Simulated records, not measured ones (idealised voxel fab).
Process module in this document: voxel ribs on slabs
The cross-section shown here is cut; it is 235 nm wide and divided into square cells measuring 5 nm on a side.
Cross-section spec: square-cell grid; bands listed top down; each band is one or more rows. A band entry consists of two parts. The first gives the height of the band's top and the height of its bottom, in nm. The rest lists the band's materials from left to right, each with its width in nm. A single material labelled with the word "edge to edge" fills the band from edge to edge, and the word "blank" marks empty space. It should be noted that heights are counted from 0, beneath which the wafer as supplied is of one material throughout, and that the lowest band possesses no lower boundary but continues downward, as written in "0 -> down". A width such as "30 to 40" changes by the same amount from each row of cells to the next, from the band's top row to its bottom row. Step note "all unchanged" = no cross-section cell changed. In "Fully closed voids" the enclosed voids are listed, meaning empty spaces of 8 cells or larger without any opening to the top. The form is width x height at distance, distance from the left edge, units nm. Whatever follows a step's settings on its line is a remark the simulator itself makes about that step. overlay nm: for a step with a mask, the amount by which the mask lay right of where it was planned; a negative amount means left of it.
**The process steps that were planned are listed below**
1,RECEIVE, material Si
2,DIRECTIONAL_DEP, material SiO2, thk nm 25
3,DIRECTIONAL_DEP, material polySi, thk nm 25
4,DIRECTIONAL_DEP, material aC, thk nm 15
5,PATTERN, tone cover, mask id RIB, material resist, width nm 20, thk nm 30, overlay nm 0
6,DIRECTIONAL_ETCH, etch materials aC, depth nm 15
7,STRIP, etch materials resist
8,DIRECTIONAL_ETCH, etch materials polySi, depth nm 15
9,STRIP, etch materials aC
10,PATTERN, tone cover, mask id SLAB, material resist, width nm 60, thk nm 20, overlay nm 0
11,DIRECTIONAL_ETCH, etch materials polySi, depth nm 10
12,STRIP, etch materials resist
13,FILL_DEP, material SiO2, thk nm 20
14,CMP, height nm 65
15,DIRECTIONAL_DEP, material W, thk nm 10
16,MASKED_ETCH, tone cover, mask id HEATER, width nm 30, etch materials W, depth nm 10, overlay nm 0
17,CONFORMAL_DEP, material SiN, thk nm 10
**First wafer, two in total, run as planned**
**The cross-section here shows the wafer as received, i.e. in its state after step 1**
* 0 -> down | Si edge to edge
* Fully closed voids: none
**Wafer xsec, post step 2**
* 25 -> 0 | SiO2 edge to edge
* No changes below 0.
**Wafer xsec, post step 3**
* 50 -> 25 | polySi edge to edge
* No changes below 25.
**Wafer xsec, post step 4**
* 65 -> 50 | aC edge to edge
* No changes below 50.
**Wafer xsec, post step 5**
* 95 -> 65 | blank=105, then resist=20, then blank=110
* No changes below 65.
**Wafer xsec, post step 6**
* 80 -> 65 | blank=105, then resist=20, then blank=110
* 65 -> 50 | blank=105, then aC=20, then blank=110
* No changes below 50.
**Wafer xsec, post step 7**
* 65 -> 50 | blank=105, then aC=20, then blank=110
* No changes below 50.
**Wafer xsec, post step 8**
* 65 -> 50 | blank=105, then aC=20, then blank=110
* 50 -> 35 | blank=105, then polySi=20, then blank=110
* No changes below 35.
**Wafer xsec, post step 9**
* 50 -> 35 | blank=105, then polySi=20, then blank=110
* No changes below 35.
**Wafer xsec, post step 10**
* 70 -> 50 | blank=85, then resist=60, then blank=90
* 50 -> 35 | blank=85, then resist=20, then polySi=20, then resist=20, then blank=90
* No changes below 35.
**Wafer xsec, post step 11**
* 70 -> 50 | blank=85, then resist=60, then blank=90
* 50 -> 35 | blank=85, then resist=20, then polySi=20, then resist=20, then blank=90
* 35 -> 25 | blank=85, then polySi=60, then blank=90
* No changes below 25.
**Wafer xsec, post step 12**
* 50 -> 35 | blank=105, then polySi=20, then blank=110
* No changes below 35.
**Wafer xsec, post step 13**
* 70 -> 50 | SiO2 edge to edge
* 50 -> 35 | SiO2=105, then polySi=20, then SiO2=110
* 35 -> 25 | SiO2=85, then polySi=60, then SiO2=90
* No changes below 25.
**Wafer xsec, post step 14**
* 65 -> 50 | SiO2 edge to edge
* No changes below 50.
**Wafer xsec, post step 15**
* 75 -> 65 | W edge to edge
* No changes below 65.
**Wafer xsec, post step 16**
* 75 -> 65 | blank=100, then W=30, then blank=105
* No changes below 65.
**Wafer xsec, post step 17**
* 85 -> 75 | blank=90, then SiN=50, then blank=95
* 75 -> 65 | SiN=100, then W=30, then SiN=105
* No changes below 65.
**Wafer two. Identical start, identical plan. One mistake in execution. Identical history through step 9**
**Cross-section: second wafer, time at which step 10 was scheduled to end**
* 70 -> 50 | blank=90, then resist=50, then blank=95
* 50 -> 35 | blank=90, then resist=15, then polySi=20, then resist=15, then blank=95
* No changes below 35.
**Cross-section: second wafer, time at which step 11 was scheduled to end**
* 70 -> 50 | blank=90, then resist=50, then blank=95
* 50 -> 35 | blank=90, then resist=15, then polySi=20, then resist=15, then blank=95
* 35 -> 25 | blank=90, then polySi=50, then blank=95
* No changes below 25.
**Cross-section: second wafer, time at which step 12 was scheduled to end**
* 50 -> 35 | blank=105, then polySi=20, then blank=110
* No changes below 35.
**Cross-section: second wafer, time at which step 13 was scheduled to end**
* 70 -> 50 | SiO2 edge to edge
* 50 -> 35 | SiO2=105, then polySi=20, then SiO2=110
* 35 -> 25 | SiO2=90, then polySi=50, then SiO2=95
* No changes below 25.
**Cross-section: second wafer, time at which step 14 was scheduled to end**
* 65 -> 50 | SiO2 edge to edge
* No changes below 50.
**Cross-section: second wafer, time at which step 15 was scheduled to end**
* 75 -> 65 | W edge to edge
* No changes below 65.
**Cross-section: second wafer, time at which step 16 was scheduled to end**
* 75 -> 65 | blank=100, then W=30, then blank=105
* No changes below 65.
**Cross-section: second wafer, time at which step 17 was scheduled to end**
* 85 -> 75 | blank=90, then SiN=50, then blank=95
* 75 -> 65 | SiN=100, then W=30, then SiN=105
* No changes below 65.
Misprocessing identified: step 10 was processed under conditions differing from the plan, specifically as PATTERN, tone cover, mask id SLAB, material resist, width nm 50, thk nm 20, overlay nm 0
It is noted that, at the conclusion of processing, the second wafer exhibits a higher or lower cell count for certain materials relative to the first: 4 more of SiO2, 4 fewer of polySi
